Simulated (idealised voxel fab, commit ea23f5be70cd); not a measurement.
You're looking at the process module voxel gate over fins.
It is cross-section cut that appears here, measuring 265 nm in width, its square cells being 5 nm in size.
Square cells in a grid make up a cross-section in this document, and the grid is given as bands, listed from the top down, each one or more rows of cells.
This entry defines a band. It first specifies the height of the band's top and the height of its bottom in nm, and then specifies the band's materials from left to right, stating each material with its width in nm. The word "everywhere" identifies a single material that fills the band from edge to edge, while the word "air" identifies empty space.
Measure heights from 0. That's the level where, below it, the as-received wafer is all one material. The lowest band is bottomless and extends downward; write it as in "z 0 and below".
Width: "30->40" (first number = top row, second number = bottom row, same change from row to row of cells).
The designation "everything unchanged", where it is given for a processing step, indicates that no cell of the cross-section was altered in the course of that step.
Empty spaces counting at least 8 cells and having no open way to the top are listed in "Entrapped voids". The notation width x height at distance is used for each, the distance being from the left edge and all three values in nm.
Read whatever lies past the settings on a step's line as the simulator's own remark about the step.
"overlay nm" denotes, for a step that has a mask, the displacement of the mask to the right of its planned place, with negative values corresponding to the left.
Below is the list of planned process steps:
step 1: RECEIVE, material Si
step 2: CONFORMAL_DEP, material SiN, thk nm 10
step 3: MASKED_ETCH, tone cover, mask id FINS, width nm 15, pitch nm 35, etch materials SiN, depth nm 10, overlay nm 0
step 4: MASKED_ETCH, tone cover, mask id FINS, width nm 15, pitch nm 35, etch materials Si, depth nm 40, overlay nm 0
step 5: FILL_DEP, material SiO2, thk nm 5
step 6: CMP, height nm 10
step 7: SELECTIVE_ETCH, etch materials SiO2, depth nm 25
step 8: STRIP, etch materials SiN
step 9: CONFORMAL_DEP, material HfO2, thk nm 5
step 10: CONFORMAL_DEP, material TiN, thk nm 5
step 11: FILL_DEP, material W, thk nm 10
step 12: CMP, height nm 15
step 13: CONFORMAL_DEP, material SiCN, thk nm 5
Incoming wafer, cross-sectional view, post step 1:
	z 0 and below: Si everywhere
	Entrapped voids: none
Look at the cross-section after the module: the wafer started out the way shown above and the plan was the one shown above, yet one mistake was made along the way:
	z 20 to 15: SiCN everywhere
	z 15 to 5: W 85, then TiN 5, then HfO2 80, then TiN 5, then W 90
	z 5 to 0: TiN 90, then HfO2 80, then TiN 95
	z 0 to -15: HfO2 105, then Si 15, then HfO2 20, then Si 15, then HfO2 110
	z -15 to -40: SiO2 105, then Si 15, then SiO2 20, then Si 15, then SiO2 110
	z -40 and below: Si everywhere
	Entrapped voids: none
So what did we get wrong on this run? step 9 was not run as planned; what actually ran was CONFORMAL_DEP, material HfO2, thk nm 15
